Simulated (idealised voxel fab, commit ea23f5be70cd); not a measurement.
Herein follows the process module entitled voxel trench capacitor.
It is cross-section cut that appears here, measuring 245 nm in width, its square cells being 5 nm in size.
Format of a cross-section: grid, square cells. Given as bands. Order: top down. Band: one or more rows of cells. Heights first: top, then bottom, in nm. Then materials, left to right, each with a width in nm. "all across" on a single material: fills the band edge to edge. "air": empty space. Height reference: 0 = level under which incoming wafer is all one material. Lowest band: no bottom, runs on downward, e.g. "0 and below". Width: "30 to 40" (first number = top row, second number = bottom row, same change from row to row of cells). It should be understood that the words "no change", when stated for a given step, signify that the cross-section underwent no change in any of its cells during that step. This entry, "Enclosed void entries", enumerates those empty regions of no fewer than 8 cells that possess no open connection to the top. Each region is reported in the form width x height at distance, the distance being taken from the left edge, with all three quantities expressed in nm. Whatever follows a step's settings on its line is a remark the simulator itself makes about that step. A step line may carry the setting "overlay nm", which, for steps involving a mask, states the distance by which the mask lay to the right of its intended position; negative values denote displacement to the left.
-- Steps planned for the process
1. RECEIVE: material Si
2. CONFORMAL_DEP: material SiN, thk nm 5
3. PATTERN: tone open, mask id TRENCH, material resist, width nm 25, pitch nm 50, thk nm 15, overlay nm 0
4. DIRECTIONAL_ETCH: etch materials SiN, depth nm 5
5. DIRECTIONAL_ETCH: etch materials Si, depth nm 40
6. STRIP: etch materials resist
7. CONFORMAL_DEP: material Al2O3, thk nm 5
8. CONFORMAL_DEP: material TiN, thk nm 5
9. FILL_DEP: material W, thk nm 10
10. CMP: height nm 5
-- Wafer, first of two, run as planned
-- Incoming wafer in cross-section (state: after step 1)
* 0 and below = Si all across
* Enclosed void entries: none
-- Cross-section of the wafer subsequent to step 2
* 5 down to 0 = SiN all across
* Everything under 0 stays put, no change at all.
-- Cross-section of the wafer subsequent to step 3
* 20 down to 5 = resist=85; air=25; resist=25; air=25; resist=85
* Everything under 5 stays put, no change at all.
-- Cross-section of the wafer subsequent to step 4
* 20 down to 5 = resist=85; air=25; resist=25; air=25; resist=85
* 5 down to 0 = SiN=85; air=25; SiN=25; air=25; SiN=85
* Everything under 0 stays put, no change at all.
-- Cross-section of the wafer subsequent to step 5
* 20 down to 5 = resist=85; air=25; resist=25; air=25; resist=85
* 5 down to 0 = SiN=85; air=25; SiN=25; air=25; SiN=85
* 0 down to -40 = Si=85; air=25; Si=25; air=25; Si=85
* Everything under -40 stays put, no change at all.
-- Cross-section of the wafer subsequent to step 6
* 5 down to 0 = SiN=85; air=25; SiN=25; air=25; SiN=85
* Everything under 0 stays put, no change at all.
-- Cross-section of the wafer subsequent to step 7
* 10 down to 5 = Al2O3=90; air=15; Al2O3=35; air=15; Al2O3=90
* 5 down to 0 = SiN=85; Al2O3=5; air=15; Al2O3=5; SiN=25; Al2O3=5; air=15; Al2O3=5; SiN=85
* 0 down to -35 = Si=85; Al2O3=5; air=15; Al2O3=5; Si=25; Al2O3=5; air=15; Al2O3=5; Si=85
* -35 down to -40 = Si=85; Al2O3=25; Si=25; Al2O3=25; Si=85
* Everything under -40 stays put, no change at all.
-- Cross-section of the wafer subsequent to step 8
* 15 down to 10 = TiN=95; air=5; TiN=45; air=5; TiN=95
* 10 down to 5 = Al2O3=90; TiN=5; air=5; TiN=5; Al2O3=35; TiN=5; air=5; TiN=5; Al2O3=90
* 5 down to 0 = SiN=85; Al2O3=5; TiN=5; air=5; TiN=5; Al2O3=5; SiN=25; Al2O3=5; TiN=5; air=5; TiN=5; Al2O3=5; SiN=85
* 0 down to -30 = Si=85; Al2O3=5; TiN=5; air=5; TiN=5; Al2O3=5; Si=25; Al2O3=5; TiN=5; air=5; TiN=5; Al2O3=5; Si=85
* -30 down to -35 = Si=85; Al2O3=5; TiN=15; Al2O3=5; Si=25; Al2O3=5; TiN=15; Al2O3=5; Si=85
* Everything under -35 stays put, no change at all.
-- Cross-section of the wafer subsequent to step 9
* 25 down to 15 = W all across
* 15 down to 10 = TiN=95; W=5; TiN=45; W=5; TiN=95
* 10 down to 5 = Al2O3=90; TiN=5; W=5; TiN=5; Al2O3=35; TiN=5; W=5; TiN=5; Al2O3=90
* 5 down to 0 = SiN=85; Al2O3=5; TiN=5; W=5; TiN=5; Al2O3=5; SiN=25; Al2O3=5; TiN=5; W=5; TiN=5; Al2O3=5; SiN=85
* 0 down to -30 = Si=85; Al2O3=5; TiN=5; W=5; TiN=5; Al2O3=5; Si=25; Al2O3=5; TiN=5; W=5; TiN=5; Al2O3=5; Si=85
* Everything under -30 stays put, no change at all.
-- Cross-section of the wafer subsequent to step 10
* 5 down to 0 = SiN=85; Al2O3=5; TiN=5; W=5; TiN=5; Al2O3=5; SiN=25; Al2O3=5; TiN=5; W=5; TiN=5; Al2O3=5; SiN=85
* Everything under 0 stays put, no change at all.
-- The second wafer: identical to the first at the outset and in its planned sequence, differing only in that one mistake was made during processing; up to and including step 2, its path is the first wafer's path
-- Look at the second wafer in cross-section at the time step 3 ought to have finished
* 20 down to 5 = resist=75; air=25; resist=25; air=25; resist=95
* Everything under 5 stays put, no change at all.
-- Look at the second wafer in cross-section at the time step 4 ought to have finished
* 20 down to 5 = resist=75; air=25; resist=25; air=25; resist=95
* 5 down to 0 = SiN=75; air=25; SiN=25; air=25; SiN=95
* Everything under 0 stays put, no change at all.
-- Look at the second wafer in cross-section at the time step 5 ought to have finished
* 20 down to 5 = resist=75; air=25; resist=25; air=25; resist=95
* 5 down to 0 = SiN=75; air=25; SiN=25; air=25; SiN=95
* 0 down to -40 = Si=75; air=25; Si=25; air=25; Si=95
* Everything under -40 stays put, no change at all.
-- Look at the second wafer in cross-section at the time step 6 ought to have finished
* 5 down to 0 = SiN=75; air=25; SiN=25; air=25; SiN=95
* Everything under 0 stays put, no change at all.
-- Look at the second wafer in cross-section at the time step 7 ought to have finished
* 10 down to 5 = Al2O3=80; air=15; Al2O3=35; air=15; Al2O3=100
* 5 down to 0 = SiN=75; Al2O3=5; air=15; Al2O3=5; SiN=25; Al2O3=5; air=15; Al2O3=5; SiN=95
* 0 down to -35 = Si=75; Al2O3=5; air=15; Al2O3=5; Si=25; Al2O3=5; air=15; Al2O3=5; Si=95
* -35 down to -40 = Si=75; Al2O3=25; Si=25; Al2O3=25; Si=95
* Everything under -40 stays put, no change at all.
-- Look at the second wafer in cross-section at the time step 8 ought to have finished
* 15 down to 10 = TiN=85; air=5; TiN=45; air=5; TiN=105
* 10 down to 5 = Al2O3=80; TiN=5; air=5; TiN=5; Al2O3=35; TiN=5; air=5; TiN=5; Al2O3=100
* 5 down to 0 = SiN=75; Al2O3=5; TiN=5; air=5; TiN=5; Al2O3=5; SiN=25; Al2O3=5; TiN=5; air=5; TiN=5; Al2O3=5; SiN=95
* 0 down to -30 = Si=75; Al2O3=5; TiN=5; air=5; TiN=5; Al2O3=5; Si=25; Al2O3=5; TiN=5; air=5; TiN=5; Al2O3=5; Si=95
* -30 down to -35 = Si=75; Al2O3=5; TiN=15; Al2O3=5; Si=25; Al2O3=5; TiN=15; Al2O3=5; Si=95
* Everything under -35 stays put, no change at all.
-- Look at the second wafer in cross-section at the time step 9 ought to have finished
* 25 down to 15 = W all across
* 15 down to 10 = TiN=85; W=5; TiN=45; W=5; TiN=105
* 10 down to 5 = Al2O3=80; TiN=5; W=5; TiN=5; Al2O3=35; TiN=5; W=5; TiN=5; Al2O3=100
* 5 down to 0 = SiN=75; Al2O3=5; TiN=5; W=5; TiN=5; Al2O3=5; SiN=25; Al2O3=5; TiN=5; W=5; TiN=5; Al2O3=5; SiN=95
* 0 down to -30 = Si=75; Al2O3=5; TiN=5; W=5; TiN=5; Al2O3=5; Si=25; Al2O3=5; TiN=5; W=5; TiN=5; Al2O3=5; Si=95
* Everything under -30 stays put, no change at all.
-- Look at the second wafer in cross-section at the time step 10 ought to have finished
* 5 down to 0 = SiN=75; Al2O3=5; TiN=5; W=5; TiN=5; Al2O3=5; SiN=25; Al2O3=5; TiN=5; W=5; TiN=5; Al2O3=5; SiN=95
* Everything under 0 stays put, no change at all.
Heads up, the wafer didn't run the way we planned it: step 3 ran with different settings than intended, the actual operation and settings being PATTERN: tone open, mask id TRENCH, material resist, width nm 25, pitch nm 50, thk nm 15, overlay nm -10
At the close, every material occupies the same number of cells on the second wafer as on the first, only in different positions.
